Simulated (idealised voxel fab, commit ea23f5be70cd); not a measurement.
Title: Process Module voxel ribs on slabs
The figure presents cross-section cut, which has a width of 250 nm and is divided into square cells with an edge length of 5 nm.
Notation: cross-section as square-cell grid; stated in bands, top first, going down; one or more cell rows per band.
The entry gives the band's vertical extent as a top height and a bottom height in nm, then its horizontal make-up as materials from left to right, each with a width in nm. "empty" stands for empty space; a single material marked "edge to edge" fills the band edge to edge.
The reference from which all heights are counted is 0, the level beneath which the as-received wafer is entirely one material; the lowest band, having no lower bound, proceeds downward and is written after the example "0 down".
A width given as "30->40" starts at the first number in the band's top row and ends at the second number in its bottom row, shifting by an equal amount at every step from row to row.
It should be understood that the words "changes: none", when stated for a given step, signify that the cross-section underwent no change in any of its cells during that step.
If an empty space has no open way to the top and is at least 8 cells in size, "Trapped voids" lists it, written width x height at distance, where distance is measured from the left edge and every value is in nm.
Formally, on a step line, whatever follows the settings is a remark that the simulator itself makes on the step.
The "overlay nm" setting may appear on a step's line; for a step that uses a mask, it gives how far to the right of its planned position the mask lay, and a negative value indicates the left.

-- Process steps (planned)
- 1: RECEIVE | material Si
- 2: DIRECTIONAL_DEP | material SiO2 | thk nm 20
- 3: DIRECTIONAL_DEP | material polySi | thk nm 15
- 4: DIRECTIONAL_DEP | material aC | thk nm 15
- 5: PATTERN | tone cover | mask id RIB | material resist | width nm 25 | thk nm 35 | overlay nm -15
- 6: DIRECTIONAL_ETCH | etch materials aC | depth nm 15
- 7: STRIP | etch materials resist
- 8: DIRECTIONAL_ETCH | etch materials polySi | depth nm 10
- 9: STRIP | etch materials aC
- 10: PATTERN | tone cover | mask id SLAB | material resist | width nm 75 | thk nm 20 | overlay nm 0
- 11: DIRECTIONAL_ETCH | etch materials polySi | depth nm 5
- 12: STRIP | etch materials resist
- 13: FILL_DEP | material SiO2 | thk nm 15
- 14: CMP | height nm 45
- 15: DIRECTIONAL_DEP | material W | thk nm 10
- 16: MASKED_ETCH | tone cover | mask id HEATER | width nm 35 | etch materials W | depth nm 10 | overlay nm 0
- 17: CONFORMAL_DEP | material SiN | thk nm 5
Same starting wafers, different overlay nm at step 5. Plan value belongs to the first wafer.

-- Cross-section of the first of several received wafers, showing its state after step 1
    0 down = Si edge to edge
    Trapped voids: none

-- The following table contains a row per wafer, in which are reported, at the conclusion of the module, the cells of each material gained (+) or lost (-) since the wafer's receipt, with its closed voids given thereafter
overlay nm -15; +54 SiN; +425 SiO2; +14 W; +25 polySi; Trapped voids: none
overlay nm -10; +54 SiN; +425 SiO2; +14 W; +25 polySi; Trapped voids: none
overlay nm -5; +54 SiN; +425 SiO2; +14 W; +25 polySi; Trapped voids: none
overlay nm 0; +54 SiN; +425 SiO2; +14 W; +25 polySi; Trapped voids: none
overlay nm 5; +54 SiN; +425 SiO2; +14 W; +25 polySi; Trapped voids: none
overlay nm 10; +54 SiN; +425 SiO2; +14 W; +25 polySi; Trapped voids: none
overlay nm 15; +54 SiN; +425 SiO2; +14 W; +25 polySi; Trapped voids: none
